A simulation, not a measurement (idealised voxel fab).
Process module in this document: voxel capacitor over wiring
cross-section cut | 275 nm wide | cells 5 nm
A cross-section is written here as square cells arranged in a grid, and it is given in bands from the top down, each band taking up one or more rows of cells.
Look at the band entry: it leads with the top's height and the bottom's height in nm. Then it lists the materials left to right, with a width in nm for each. The word "full width" on a single material says that material fills the band edge to edge. The word "empty" is empty space.
A quick word on heights: they are counted from 0, and under that level the wafer as it came to us is one material throughout. The lowest band is different from the rest in having no bottom; it simply continues downward, written as in "0 down".
When a width is written as two numbers, as in "30->40", the first number is the width in the top row of cells of the band and the second is the width in its bottom row, and the width changes by the same amount from each row to the next.
"same as before" -> step changed no cross-section cell.
The label "Enclosed empty spaces" introduces a list of the empty spaces, 8 cells or larger, that have no open way up to the top; each entry in it reads width x height at distance, where the distance is taken from the left edge and all three are stated in nm.
Whatever follows a step's settings on its line is a remark the simulator itself makes about that step.
overlay nm, on a step with a mask: how far to the right of its planned place the mask lay; to the left if negative
Layout of what follows: cross-section pairs, each bracketing one process step, the after cross-section shown only to the lowest band that changed, the step between and its settings noted under each pair. Pairs may originate in different runs of this module on the same starting wafer; a pair continues from the pair above only where its entry headed "Prior state" says so.

### Prior state
	0 down: Si full width
	Enclosed empty spaces: none

### Post-Step Appearance
	10 to 0: SiO2 full width
	All layers under 0 are left as they were.
	Enclosed empty spaces: none
Between the two cross-sections shown above lies CONFORMAL_DEP (material SiO2; thk nm 10)

Prior state: no separate figure, the pair right above already shows it after its step.

### Post-Step Appearance
	15 to 10: TiN full width
	All layers under 10 are left as they were.
	Enclosed empty spaces: none
Between the two cross-sections shown above lies DIRECTIONAL_DEP (material TiN; thk nm 5)

Prior state: no separate figure, the pair right above already shows it after its step.

### Post-Step Appearance
	35 to 15: W full width
	All layers under 15 are left as they were.
	Enclosed empty spaces: none
Between the two cross-sections shown above lies DIRECTIONAL_DEP (material W; thk nm 20)

Prior state: no separate figure, the pair right above already shows it after its step.

### Post-Step Appearance
	55 to 35: 80 nm empty | 30 nm resist | 50 nm empty | 30 nm resist | 85 nm empty
	All layers under 35 are left as they were.
	Enclosed empty spaces: none
Between the two cross-sections shown above lies PATTERN (tone cover; mask id METAL_1; material resist; width nm 30; pitch nm 80; thk nm 20; overlay nm 0)

Prior state: no separate figure, the pair right above already shows it after its step.

### Post-Step Appearance
	55 to 35: 80 nm empty | 30 nm resist | 50 nm empty | 30 nm resist | 85 nm empty
	35 to 15: 80 nm empty | 30 nm W | 50 nm empty | 30 nm W | 85 nm empty
	All layers under 15 are left as they were.
	Enclosed empty spaces: none
Between the two cross-sections shown above lies DIRECTIONAL_ETCH (etch materials W; depth nm 20)

Prior state: no separate figure, the pair right above already shows it after its step.

### Post-Step Appearance
	55 to 35: 80 nm empty | 30 nm resist | 50 nm empty | 30 nm resist | 85 nm empty
	35 to 15: 80 nm empty | 30 nm W | 50 nm empty | 30 nm W | 85 nm empty
	15 to 10: 80 nm empty | 30 nm TiN | 50 nm empty | 30 nm TiN | 85 nm empty
	All layers under 10 are left as they were.
	Enclosed empty spaces: none
Between the two cross-sections shown above lies DIRECTIONAL_ETCH (etch materials TiN; depth nm 5)

Prior state: no separate figure, the pair right above already shows it after its step.

### Post-Step Appearance
	35 to 15: 80 nm empty | 30 nm W | 50 nm empty | 30 nm W | 85 nm empty
	All layers under 15 are left as they were.
	Enclosed empty spaces: none
Between the two cross-sections shown above lies STRIP (etch materials resist)

Prior state: no separate figure, the pair right above already shows it after its step.

### Post-Step Appearance
	45 to 35: lowk full width
	35 to 15: 80 nm lowk | 30 nm W | 50 nm lowk | 30 nm W | 85 nm lowk
	15 to 10: 80 nm lowk | 30 nm TiN | 50 nm lowk | 30 nm TiN | 85 nm lowk
	All layers under 10 are left as they were.
	Enclosed empty spaces: none
Between the two cross-sections shown above lies FILL_DEP (material lowk; thk nm 10)

Prior state: no separate figure, the pair right above already shows it after its step.

### Post-Step Appearance
	35 to 15: 80 nm lowk | 30 nm W | 50 nm lowk | 30 nm W | 85 nm lowk
	All layers under 15 are left as they were.
	Enclosed empty spaces: none
Between the two cross-sections shown above lies CMP (height nm 35)

Prior state: no separate figure, the pair right above already shows it after its step.

### Post-Step Appearance
	40 to 35: SiCN full width
	All layers under 35 are left as they were.
	Enclosed empty spaces: none
Between the two cross-sections shown above lies CONFORMAL_DEP (material SiCN; thk nm 5)

Prior state: no separate figure, the pair right above already shows it after its step.

### Post-Step Appearance
	55 to 40: SiO2 full width
	All layers under 40 are left as they were.
	Enclosed empty spaces: none
Between the two cross-sections shown above lies DIRECTIONAL_DEP (material SiO2; thk nm 15)

Prior state: no separate figure, the pair right above already shows it after its step.

### Post-Step Appearance
	55 to 40: 95 nm SiO2 | 15 nm empty | 165 nm SiO2
	All layers under 40 are left as they were.
	Enclosed empty spaces: none
Between the two cross-sections shown above lies MASKED_ETCH (tone open; mask id PLUG_1; width nm 15; etch materials SiO2; depth nm 15; overlay nm 0)

Prior state: no separate figure, the pair right above already shows it after its step.

### Post-Step Appearance
	55 to 40: 95 nm SiO2 | 15 nm empty | 165 nm SiO2
	40 to 35: 95 nm SiCN | 15 nm empty | 165 nm SiCN
	All layers under 35 are left as they were.
	Enclosed empty spaces: none
Between the two cross-sections shown above lies MASKED_ETCH (tone open; mask id PLUG_1; width nm 15; etch materials SiCN; depth nm 5; overlay nm 0)

Prior state: no separate figure, the pair right above already shows it after its step.

### Post-Step Appearance
	55 to 45: 95 nm SiO2 | 15 nm empty | 165 nm SiO2
	45 to 40: 95 nm SiO2 | 15 nm Ru | 165 nm SiO2
	40 to 35: 95 nm SiCN | 15 nm Ru | 165 nm SiCN
	All layers under 35 are left as they were.
	Enclosed empty spaces: none
Between the two cross-sections shown above lies EPI (material Ru; thk nm 10)

Prior state: no separate figure, the pair right above already shows it after its step.

### Post-Step Appearance
	55 to 40: 95 nm SiO2 | 15 nm Ru | 165 nm SiO2
	All layers under 40 are left as they were.
	Enclosed empty spaces: none
Between the two cross-sections shown above lies EPI (material Ru; thk nm 10)

Prior state: no separate figure, the pair right above already shows it after its step.

### Post-Step Appearance
	60 to 55: TiN full width
	All layers under 55 are left as they were.
	Enclosed empty spaces: none
Between the two cross-sections shown above lies DIRECTIONAL_DEP (material TiN; thk nm 5)

Prior state: no separate figure, the pair right above already shows it after its step.

### Post-Step Appearance
	65 to 60: HfO2 full width
	All layers under 60 are left as they were.
	Enclosed empty spaces: none
Between the two cross-sections shown above lies DIRECTIONAL_DEP (material HfO2; thk nm 5)

Prior state: no separate figure, the pair right above already shows it after its step.

### Post-Step Appearance
	70 to 65: TiN full width
	All layers under 65 are left as they were.
	Enclosed empty spaces: none
Between the two cross-sections shown above lies DIRECTIONAL_DEP (material TiN; thk nm 5)

Prior state: no separate figure, the pair right above already shows it after its step.

### Post-Step Appearance
	80 to 70: aC full width
	All layers under 70 are left as they were.
	Enclosed empty spaces: none
Between the two cross-sections shown above lies DIRECTIONAL_DEP (material aC; thk nm 10)

Prior state: no separate figure, the pair right above already shows it after its step.

### Post-Step Appearance
	105 to 80: 95 nm empty | 55 nm resist | 125 nm empty
	All layers under 80 are left as they were.
	Enclosed empty spaces: none
Between the two cross-sections shown above lies PATTERN (tone cover; mask id UPPER_PLATE; material resist; width nm 55; thk nm 25; overlay nm 0)

Prior state: no separate figure, the pair right above already shows it after its step.

### Post-Step Appearance
	95 to 80: 95 nm empty | 55 nm resist | 125 nm empty
	80 to 70: 95 nm empty | 55 nm aC | 125 nm empty
	All layers under 70 are left as they were.
	Enclosed empty spaces: none
Between the two cross-sections shown above lies DIRECTIONAL_ETCH (etch materials aC; depth nm 10)

Prior state: no separate figure, the pair right above already shows it after its step.

### Post-Step Appearance
	80 to 70: 95 nm empty | 55 nm aC | 125 nm empty
	All layers under 70 are left as they were.
	Enclosed empty spaces: none
Between the two cross-sections shown above lies STRIP (etch materials resist)

Prior state: no separate figure, the pair right above already shows it after its step.

### Post-Step Appearance
	80 to 70: 95 nm empty | 55 nm aC | 125 nm empty
	70 to 65: 95 nm empty | 55 nm TiN | 125 nm empty
	All layers under 65 are left as they were.
	Enclosed empty spaces: none
Between the two cross-sections shown above lies DIRECTIONAL_ETCH (etch materials TiN; depth nm 5)

Prior state: no separate figure, the pair right above already shows it after its step.

### Post-Step Appearance
	80 to 70: 95 nm empty | 55 nm aC | 125 nm empty
	70 to 65: 95 nm empty | 55 nm TiN | 125 nm empty
	65 to 60: 95 nm empty | 55 nm HfO2 | 125 nm empty
	All layers under 60 are left as they were.
	Enclosed empty spaces: none
Between the two cross-sections shown above lies DIRECTIONAL_ETCH (etch materials HfO2; depth nm 5)

Prior state: no separate figure, the pair right above already shows it after its step.

### Post-Step Appearance
	70 to 65: 95 nm empty | 55 nm TiN | 125 nm empty
	All layers under 65 are left as they were.
	Enclosed empty spaces: none
Between the two cross-sections shown above lies STRIP (etch materials aC)

Prior state: no separate figure, the pair right above already shows it after its step.

### Post-Step Appearance
	70 to 65: 95 nm empty | 55 nm TiN | 125 nm empty
	65 to 60: 95 nm empty | 55 nm HfO2 | 125 nm empty
	60 to 55: 90 nm empty | 65 nm TiN | 120 nm empty
	All layers under 55 are left as they were.
	Enclosed empty spaces: none
Between the two cross-sections shown above lies MASKED_ETCH (tone cover; mask id LOWER_PLATE; width nm 65; etch materials TiN; depth nm 5; overlay nm 0)

Prior state: no separate figure, the pair right above already shows it after its step.

### Post-Step Appearance
	85 to 70: SiO2 full width
	70 to 65: 95 nm SiO2 | 55 nm TiN | 125 nm SiO2
	65 to 60: 95 nm SiO2 | 55 nm HfO2 | 125 nm SiO2
	60 to 55: 90 nm SiO2 | 65 nm TiN | 120 nm SiO2
	All layers under 55 are left as they were.
	Enclosed empty spaces: none
Between the two cross-sections shown above lies FILL_DEP (material SiO2; thk nm 15)

Prior state: no separate figure, the pair right above already shows it after its step.

### Post-Step Appearance
	80 to 70: SiO2 full width
	All layers under 70 are left as they were.
	Enclosed empty spaces: none
Between the two cross-sections shown above lies CMP (height nm 80)

Prior state: no separate figure, the pair right above already shows it after its step.

### Post-Step Appearance
	80 to 70: 105 nm SiO2 | 15 nm empty | 155 nm SiO2
	All layers under 70 are left as they were.
	Enclosed empty spaces: none
Between the two cross-sections shown above lies MASKED_ETCH (tone open; mask id PLUG_2; width nm 15; etch materials SiO2; depth nm 10; overlay nm 0)

Prior state: no separate figure, the pair right above already shows it after its step.

### Post-Step Appearance
	85 to 80: 110 nm TiN | 5 nm empty | 160 nm TiN
	80 to 75: 105 nm SiO2 | 5 nm TiN | 5 nm empty | 5 nm TiN | 155 nm SiO2
	75 to 65: 105->95 nm SiO2 | 15->55 nm TiN | 155->125 nm SiO2
	All layers under 65 are left as they were.
	Enclosed empty spaces: none
Between the two cross-sections shown above lies CONFORMAL_DEP (material TiN; thk nm 5)

Prior state: no separate figure, the pair right above already shows it after its step.

### Post-Step Appearance
	95 to 85: Ru full width
	85 to 80: 110 nm TiN | 5 nm Ru | 160 nm TiN
	80 to 75: 105 nm SiO2 | 5 nm TiN | 5 nm Ru | 5 nm TiN | 155 nm SiO2
	All layers under 75 are left as they were.
	Enclosed empty spaces: none
Between the two cross-sections shown above lies FILL_DEP (material Ru; thk nm 10)

Prior state: no separate figure, the pair right above already shows it after its step.

### Post-Step Appearance
	80 to 75: 105 nm SiO2 | 5 nm TiN | 5 nm Ru | 5 nm TiN | 155 nm SiO2
	All layers under 75 are left as they were.
	Enclosed empty spaces: none
Between the two cross-sections shown above lies CMP (height nm 80)

Prior state: no separate figure, the pair right above already shows it after its step.

### Post-Step Appearance
	85 to 80: SiN full width
	All layers under 80 are left as they were.
	Enclosed empty spaces: none
Between the two cross-sections shown above lies CONFORMAL_DEP (material SiN; thk nm 5)

### Prior state
	65 to 60: HfO2 full width
	60 to 55: TiN full width
	55 to 40: 95 nm SiO2 | 15 nm Ru | 165 nm SiO2
	40 to 35: 95 nm SiCN | 15 nm Ru | 165 nm SiCN
	35 to 15: 80 nm lowk | 30 nm W | 50 nm lowk | 30 nm W | 85 nm lowk
	15 to 10: 80 nm lowk | 30 nm TiN | 50 nm lowk | 30 nm TiN | 85 nm lowk
	10 to 0: SiO2 full width
	0 down: Si full width
	Enclosed empty spaces: none

### Post-Step Appearance
	75 to 65: aC full width
	All layers under 65 are left as they were.
	Enclosed empty spaces: none
Between the two cross-sections shown above lies DIRECTIONAL_DEP (material aC; thk nm 10)

Prior state: no separate figure, the pair right above already shows it after its step.

### Post-Step Appearance
	100 to 75: 95 nm empty | 55 nm resist | 125 nm empty
	All layers under 75 are left as they were.
	Enclosed empty spaces: none
Between the two cross-sections shown above lies PATTERN (tone cover; mask id UPPER_PLATE; material resist; width nm 55; thk nm 25; overlay nm 0)

Prior state: no separate figure, the pair right above already shows it after its step.

### Post-Step Appearance
	90 to 75: 95 nm empty | 55 nm resist | 125 nm empty
	75 to 65: 95 nm empty | 55 nm aC | 125 nm empty
	All layers under 65 are left as they were.
	Enclosed empty spaces: none
Between the two cross-sections shown above lies DIRECTIONAL_ETCH (etch materials aC; depth nm 10)

Prior state: no separate figure, the pair right above already shows it after its step.

### Post-Step Appearance
	75 to 65: 95 nm empty | 55 nm aC | 125 nm empty
	All layers under 65 are left as they were.
	Enclosed empty spaces: none
Between the two cross-sections shown above lies STRIP (etch materials resist)

Prior state: no separate figure, the pair right above already shows it after its step.

### Post-Step Appearance
	75 to 65: 95 nm empty | 55 nm aC | 125 nm empty
	65 to 60: 95 nm empty | 55 nm HfO2 | 125 nm empty
	All layers under 60 are left as they were.
	Enclosed empty spaces: none
Between the two cross-sections shown above lies DIRECTIONAL_ETCH (etch materials HfO2; depth nm 5)

Prior state: no separate figure, the pair right above already shows it after its step.

### Post-Step Appearance
	65 to 60: 95 nm empty | 55 nm HfO2 | 125 nm empty
	All layers under 60 are left as they were.
	Enclosed empty spaces: none
Between the two cross-sections shown above lies STRIP (etch materials aC)

Prior state: no separate figure, the pair right above already shows it after its step.

### Post-Step Appearance
	65 to 60: 95 nm empty | 55 nm HfO2 | 125 nm empty
	60 to 55: 90 nm empty | 65 nm TiN | 120 nm empty
	All layers under 55 are left as they were.
	Enclosed empty spaces: none
Between the two cross-sections shown above lies MASKED_ETCH (tone cover; mask id LOWER_PLATE; width nm 65; etch materials TiN; depth nm 5; overlay nm 0)

Prior state: no separate figure, the pair right above already shows it after its step.

### Post-Step Appearance
	80 to 65: SiO2 full width
	65 to 60: 95 nm SiO2 | 55 nm HfO2 | 125 nm SiO2
	60 to 55: 90 nm SiO2 | 65 nm TiN | 120 nm SiO2
	All layers under 55 are left as they were.
	Enclosed empty spaces: none
Between the two cross-sections shown above lies FILL_DEP (material SiO2; thk nm 15)

Prior state: no separate figure, the pair right above already shows it after its step.

### Post-Step Appearance
	80 to 70: 105 nm SiO2 | 15 nm empty | 155 nm SiO2
	All layers under 70 are left as they were.
	Enclosed empty spaces: none
Between the two cross-sections shown above lies MASKED_ETCH (tone open; mask id PLUG_2; width nm 15; etch materials SiO2; depth nm 10; overlay nm 0)

Prior state: no separate figure, the pair right above already shows it after its step.

### Post-Step Appearance
	85 to 80: 110 nm TiN | 5 nm empty | 160 nm TiN
	80 to 75: 105 nm SiO2 | 5 nm TiN | 5 nm empty | 5 nm TiN | 155 nm SiO2
	75 to 70: 105 nm SiO2 | 15 nm TiN | 155 nm SiO2
	All layers under 70 are left as they were.
	Enclosed empty spaces: none
Between the two cross-sections shown above lies CONFORMAL_DEP (material TiN; thk nm 5)

Prior state: no separate figure, the pair right above already shows it after its step.

### Post-Step Appearance
	95 to 85: Ru full width
	85 to 80: 110 nm TiN | 5 nm Ru | 160 nm TiN
	80 to 75: 105 nm SiO2 | 5 nm TiN | 5 nm Ru | 5 nm TiN | 155 nm SiO2
	All layers under 75 are left as they were.
	Enclosed empty spaces: none
Between the two cross-sections shown above lies FILL_DEP (material Ru; thk nm 10)

Prior state: no separate figure, the pair right above already shows it after its step.

### Post-Step Appearance
	80 to 75: 105 nm SiO2 | 5 nm TiN | 5 nm Ru | 5 nm TiN | 155 nm SiO2
	All layers under 75 are left as they were.
	Enclosed empty spaces: none
Between the two cross-sections shown above lies CMP (height nm 80)

Prior state: no separate figure, the pair right above already shows it after its step.

### Post-Step Appearance
	85 to 80: SiN full width
	All layers under 80 are left as they were.
	Enclosed empty spaces: none
Between the two cross-sections shown above lies CONFORMAL_DEP (material SiN; thk nm 5)

### Prior state
	55 to 40: SiO2 full width
	40 to 35: SiCN full width
	35 to 15: 80 nm lowk | 30 nm W | 50 nm lowk | 30 nm W | 85 nm lowk
	15 to 10: 80 nm lowk | 30 nm TiN | 50 nm lowk | 30 nm TiN | 85 nm lowk
	10 to 0: SiO2 full width
	0 down: Si full width
	Enclosed empty spaces: none

### Post-Step Appearance
	70 to 40: SiO2 full width
	All layers under 40 are left as they were.
	Enclosed empty spaces: none
Between the two cross-sections shown above lies DIRECTIONAL_DEP (material SiO2; thk nm 15)

Prior state: no separate figure, the pair right above already shows it after its step.

### Post-Step Appearance
	70 to 55: 95 nm SiO2 | 15 nm empty | 165 nm SiO2
	All layers under 55 are left as they were.
	Enclosed empty spaces: none
Between the two cross-sections shown above lies MASKED_ETCH (tone open; mask id PLUG_1; width nm 15; etch materials SiO2; depth nm 15; overlay nm 0)

Prior state: no separate figure, the pair right above already shows it after its step.

### Post-Step Appearance
	75 to 70: 95 nm TiN | 15 nm empty | 165 nm TiN
	70 to 60: 95 nm SiO2 | 15 nm empty | 165 nm SiO2
	60 to 55: 95 nm SiO2 | 15 nm TiN | 165 nm SiO2
	All layers under 55 are left as they were.
	Enclosed empty spaces: none
Between the two cross-sections shown above lies DIRECTIONAL_DEP (material TiN; thk nm 5)

Prior state: no separate figure, the pair right above already shows it after its step.

### Post-Step Appearance
	80 to 75: 95 nm HfO2 | 15 nm empty | 165 nm HfO2
	75 to 70: 95 nm TiN | 15 nm empty | 165 nm TiN
	70 to 65: 95 nm SiO2 | 15 nm empty | 165 nm SiO2
	65 to 60: 95 nm SiO2 | 15 nm HfO2 | 165 nm SiO2
	All layers under 60 are left as they were.
	Enclosed empty spaces: none
Between the two cross-sections shown above lies DIRECTIONAL_DEP (material HfO2; thk nm 5)

Prior state: no separate figure, the pair right above already shows it after its step.

### Post-Step Appearance
	85 to 80: 95 nm TiN | 15 nm empty | 165 nm TiN
	80 to 75: 95 nm HfO2 | 15 nm empty | 165 nm HfO2
	75 to 70: 95 nm TiN | 15 nm empty | 165 nm TiN
	70 to 65: 95 nm SiO2 | 15 nm TiN | 165 nm SiO2
	All layers under 65 are left as they were.
	Enclosed empty spaces: none
Between the two cross-sections shown above lies DIRECTIONAL_DEP (material TiN; thk nm 5)

Prior state: no separate figure, the pair right above already shows it after its step.

### Post-Step Appearance
	95 to 85: 95 nm aC | 15 nm empty | 165 nm aC
	85 to 80: 95 nm TiN | 15 nm empty | 165 nm TiN
	80 to 75: 95 nm HfO2 | 15 nm aC | 165 nm HfO2
	75 to 70: 95 nm TiN | 15 nm aC | 165 nm TiN
	All layers under 70 are left as they were.
	Enclosed empty spaces: none
Between the two cross-sections shown above lies DIRECTIONAL_DEP (material aC; thk nm 10)

Prior state: no separate figure, the pair right above already shows it after its step.

### Post-Step Appearance
	120 to 95: 95 nm empty | 55 nm resist | 125 nm empty
	95 to 85: 95 nm aC | 15 nm resist | 165 nm aC
	85 to 80: 95 nm TiN | 15 nm resist | 165 nm TiN
	All layers under 80 are left as they were.
	Enclosed empty spaces: none
Between the two cross-sections shown above lies PATTERN (tone cover; mask id UPPER_PLATE; material resist; width nm 55; thk nm 25; overlay nm 0)

Prior state: no separate figure, the pair right above already shows it after its step.

### Post-Step Appearance
	110 to 95: 95 nm empty | 55 nm resist | 125 nm empty
	95 to 85: 95 nm empty | 15 nm resist | 40 nm aC | 125 nm empty
	All layers under 85 are left as they were.
	Enclosed empty spaces: none
Between the two cross-sections shown above lies DIRECTIONAL_ETCH (etch materials aC; depth nm 10)

Prior state: no separate figure, the pair right above already shows it after its step.

### Post-Step Appearance
	95 to 85: 110 nm empty | 40 nm aC | 125 nm empty
	85 to 80: 95 nm TiN | 15 nm empty | 165 nm TiN
	All layers under 80 are left as they were.
	Enclosed empty spaces: none
Between the two cross-sections shown above lies STRIP (etch materials resist)

Prior state: no separate figure, the pair right above already shows it after its step.

### Post-Step Appearance
	95 to 85: 110 nm empty | 40 nm aC | 125 nm empty
	85 to 80: 110 nm empty | 40 nm TiN | 125 nm empty
	All layers under 80 are left as they were.
	Enclosed empty spaces: none
Between the two cross-sections shown above lies DIRECTIONAL_ETCH (etch materials TiN; depth nm 5)

Prior state: no separate figure, the pair right above already shows it after its step.

### Post-Step Appearance
	95 to 85: 110 nm empty | 40 nm aC | 125 nm empty
	85 to 80: 110 nm empty | 40 nm TiN | 125 nm empty
	80 to 75: 95 nm empty | 15 nm aC | 40 nm HfO2 | 125 nm empty
	All layers under 75 are left as they were.
	Enclosed empty spaces: none
Between the two cross-sections shown above lies DIRECTIONAL_ETCH (etch materials HfO2; depth nm 5)

Prior state: no separate figure, the pair right above already shows it after its step.

### Post-Step Appearance
	85 to 80: 110 nm empty | 40 nm TiN | 125 nm empty
	80 to 75: 110 nm empty | 40 nm HfO2 | 125 nm empty
	75 to 70: 95 nm TiN | 15 nm empty | 165 nm TiN
	All layers under 70 are left as they were.
	Enclosed empty spaces: none
Between the two cross-sections shown above lies STRIP (etch materials aC)

Prior state: no separate figure, the pair right above already shows it after its step.

### Post-Step Appearance
	85 to 80: 110 nm empty | 40 nm TiN | 125 nm empty
	80 to 75: 110 nm empty | 40 nm HfO2 | 125 nm empty
	75 to 70: 90 nm empty | 5 nm TiN | 15 nm empty | 45 nm TiN | 120 nm empty
	All layers under 70 are left as they were.
	Enclosed empty spaces: none
Between the two cross-sections shown above lies MASKED_ETCH (tone cover; mask id LOWER_PLATE; width nm 65; etch materials TiN; depth nm 5; overlay nm 0)

Prior state: no separate figure, the pair right above already shows it after its step.

### Post-Step Appearance
	100 to 85: SiO2 full width
	85 to 80: 110 nm SiO2 | 40 nm TiN | 125 nm SiO2
	80 to 75: 110 nm SiO2 | 40 nm HfO2 | 125 nm SiO2
	75 to 70: 90 nm SiO2 | 5 nm TiN | 15 nm SiO2 | 45 nm TiN | 120 nm SiO2
	All layers under 70 are left as they were.
	Enclosed empty spaces: none
Between the two cross-sections shown above lies FILL_DEP (material SiO2; thk nm 15)

Prior state: no separate figure, the pair right above already shows it after its step.

### Post-Step Appearance
	80 to 75: 110 nm SiO2 | 40 nm HfO2 | 125 nm SiO2
	All layers under 75 are left as they were.
	Enclosed empty spaces: none
Between the two cross-sections shown above lies CMP (height nm 80)

Prior state: no separate figure, the pair right above already shows it after its step.

### Post-Step Appearance
	80 to 75: 105 nm SiO2 | 5 nm empty | 40 nm HfO2 | 125 nm SiO2
	75 to 70: 90 nm SiO2 | 5 nm TiN | 10 nm SiO2 | 5 nm empty | 45 nm TiN | 120 nm SiO2
	All layers under 70 are left as they were.
	Enclosed empty spaces: none
Between the two cross-sections shown above lies MASKED_ETCH (tone open; mask id PLUG_2; width nm 15; etch materials SiO2; depth nm 10; overlay nm 0)

Prior state: no separate figure, the pair right above already shows it after its step.

### Post-Step Appearance
	85 to 80: TiN full width
	80 to 75: 105 nm SiO2 | 5 nm TiN | 40 nm HfO2 | 125 nm SiO2
	75 to 70: 90 nm SiO2 | 5 nm TiN | 10 nm SiO2 | 50 nm TiN | 120 nm SiO2
	All layers under 70 are left as they were.
	Enclosed empty spaces: none
Between the two cross-sections shown above lies CONFORMAL_DEP (material TiN; thk nm 5)

Prior state: no separate figure, the pair right above already shows it after its step.

### Post-Step Appearance
	95 to 85: Ru full width
	All layers under 85 are left as they were.
	Enclosed empty spaces: none
Between the two cross-sections shown above lies FILL_DEP (material Ru; thk nm 10)

Prior state: no separate figure, the pair right above already shows it after its step.

### Post-Step Appearance
	80 to 75: 105 nm SiO2 | 5 nm TiN | 40 nm HfO2 | 125 nm SiO2
	All layers under 75 are left as they were.
	Enclosed empty spaces: none
Between the two cross-sections shown above lies CMP (height nm 80)

Prior state: no separate figure, the pair right above already shows it after its step.

### Post-Step Appearance
	85 to 80: SiN full width
	All layers under 80 are left as they were.
	Enclosed empty spaces: none
Between the two cross-sections shown above lies CONFORMAL_DEP (material SiN; thk nm 5)

### Prior state
	55 to 45: 95 nm SiO2 | 15 nm empty | 165 nm SiO2
	45 to 40: 95 nm SiO2 | 15 nm Ru | 165 nm SiO2
	40 to 35: 95 nm SiCN | 15 nm Ru | 165 nm SiCN
	35 to 15: 80 nm lowk | 30 nm W | 50 nm lowk | 30 nm W | 85 nm lowk
	15 to 10: 80 nm lowk | 30 nm TiN | 50 nm lowk | 30 nm TiN | 85 nm lowk
	10 to 0: SiO2 full width
	0 down: Si full width
	Enclosed empty spaces: none

### Post-Step Appearance
	60 to 55: 95 nm TiN | 15 nm empty | 165 nm TiN
	55 to 50: 95 nm SiO2 | 15 nm empty | 165 nm SiO2
	50 to 45: 95 nm SiO2 | 15 nm TiN | 165 nm SiO2
	All layers under 45 are left as they were.
	Enclosed empty spaces: none
Between the two cross-sections shown above lies DIRECTIONAL_DEP (material TiN; thk nm 5)

Prior state: no separate figure, the pair right above already shows it after its step.

### Post-Step Appearance
	70 to 60: Ru full width
	60 to 55: 95 nm TiN | 15 nm Ru | 165 nm TiN
	55 to 50: 95 nm SiO2 | 15 nm Ru | 165 nm SiO2
	All layers under 50 are left as they were.
	Enclosed empty spaces: none
Between the two cross-sections shown above lies EPI (material Ru; thk nm 10)

Prior state: no separate figure, the pair right above already shows it after its step.

### Post-Step Appearance
	75 to 70: HfO2 full width
	All layers under 70 are left as they were.
	Enclosed empty spaces: none
Between the two cross-sections shown above lies DIRECTIONAL_DEP (material HfO2; thk nm 5)

Prior state: no separate figure, the pair right above already shows it after its step.

### Post-Step Appearance
	80 to 75: TiN full width
	All layers under 75 are left as they were.
	Enclosed empty spaces: none
Between the two cross-sections shown above lies DIRECTIONAL_DEP (material TiN; thk nm 5)

Prior state: no separate figure, the pair right above already shows it after its step.

### Post-Step Appearance
	90 to 80: aC full width
	All layers under 80 are left as they were.
	Enclosed empty spaces: none
Between the two cross-sections shown above lies DIRECTIONAL_DEP (material aC; thk nm 10)

Prior state: no separate figure, the pair right above already shows it after its step.

### Post-Step Appearance
	115 to 90: 95 nm empty | 55 nm resist | 125 nm empty
	All layers under 90 are left as they were.
	Enclosed empty spaces: none
Between the two cross-sections shown above lies PATTERN (tone cover; mask id UPPER_PLATE; material resist; width nm 55; thk nm 25; overlay nm 0)

Prior state: no separate figure, the pair right above already shows it after its step.

### Post-Step Appearance
	105 to 90: 95 nm empty | 55 nm resist | 125 nm empty
	90 to 80: 95 nm empty | 55 nm aC | 125 nm empty
	All layers under 80 are left as they were.
	Enclosed empty spaces: none
Between the two cross-sections shown above lies DIRECTIONAL_ETCH (etch materials aC; depth nm 10)

Prior state: no separate figure, the pair right above already shows it after its step.

### Post-Step Appearance
	90 to 80: 95 nm empty | 55 nm aC | 125 nm empty
	All layers under 80 are left as they were.
	Enclosed empty spaces: none
Between the two cross-sections shown above lies STRIP (etch materials resist)

Prior state: no separate figure, the pair right above already shows it after its step.

### Post-Step Appearance
	90 to 80: 95 nm empty | 55 nm aC | 125 nm empty
	80 to 75: 95 nm empty | 55 nm TiN | 125 nm empty
	All layers under 75 are left as they were.
	Enclosed empty spaces: none
Between the two cross-sections shown above lies DIRECTIONAL_ETCH (etch materials TiN; depth nm 5)

Prior state: no separate figure, the pair right above already shows it after its step.

### Post-Step Appearance
	90 to 80: 95 nm empty | 55 nm aC | 125 nm empty
	80 to 75: 95 nm empty | 55 nm TiN | 125 nm empty
	75 to 70: 95 nm empty | 55 nm HfO2 | 125 nm empty
	All layers under 70 are left as they were.
	Enclosed empty spaces: none
Between the two cross-sections shown above lies DIRECTIONAL_ETCH (etch materials HfO2; depth nm 5)

Prior state: no separate figure, the pair right above already shows it after its step.

### Post-Step Appearance
	80 to 75: 95 nm empty | 55 nm TiN | 125 nm empty
	All layers under 75 are left as they were.
	Enclosed empty spaces: none
Between the two cross-sections shown above lies STRIP (etch materials aC)

Prior state: no separate figure, the pair right above already shows it after its step.

### Post-Step Appearance
	95 to 80: SiO2 full width
	80 to 75: 95 nm SiO2 | 55 nm TiN | 125 nm SiO2
	75 to 70: 95 nm SiO2 | 55 nm HfO2 | 125 nm SiO2
	All layers under 70 are left as they were.
	Enclosed empty spaces: none
Between the two cross-sections shown above lies FILL_DEP (material SiO2; thk nm 15)

Prior state: no separate figure, the pair right above already shows it after its step.

### Post-Step Appearance
	80 to 75: 95 nm SiO2 | 55 nm TiN | 125 nm SiO2
	All layers under 75 are left as they were.
	Enclosed empty spaces: none
Between the two cross-sections shown above lies CMP (height nm 80)

Prior state: no separate figure, the pair right above already shows it after its step.

### Post-Step Appearance
	85 to 80: TiN full width
	All layers under 80 are left as they were.
	Enclosed empty spaces: none
Between the two cross-sections shown above lies CONFORMAL_DEP (material TiN; thk nm 5)

Prior state: no separate figure, the pair right above already shows it after its step.

### Post-Step Appearance
	95 to 85: Ru full width
	All layers under 85 are left as they were.
	Enclosed empty spaces: none
Between the two cross-sections shown above lies FILL_DEP (material Ru; thk nm 10)

Prior state: no separate figure, the pair right above already shows it after its step.

### Post-Step Appearance
	80 to 75: 95 nm SiO2 | 55 nm TiN | 125 nm SiO2
	All layers under 75 are left as they were.
	Enclosed empty spaces: none
Between the two cross-sections shown above lies CMP (height nm 80)

Prior state: no separate figure, the pair right above already shows it after its step.

### Post-Step Appearance
	85 to 80: SiN full width
	All layers under 80 are left as they were.
	Enclosed empty spaces: none
Between the two cross-sections shown above lies CONFORMAL_DEP (material SiN; thk nm 5)
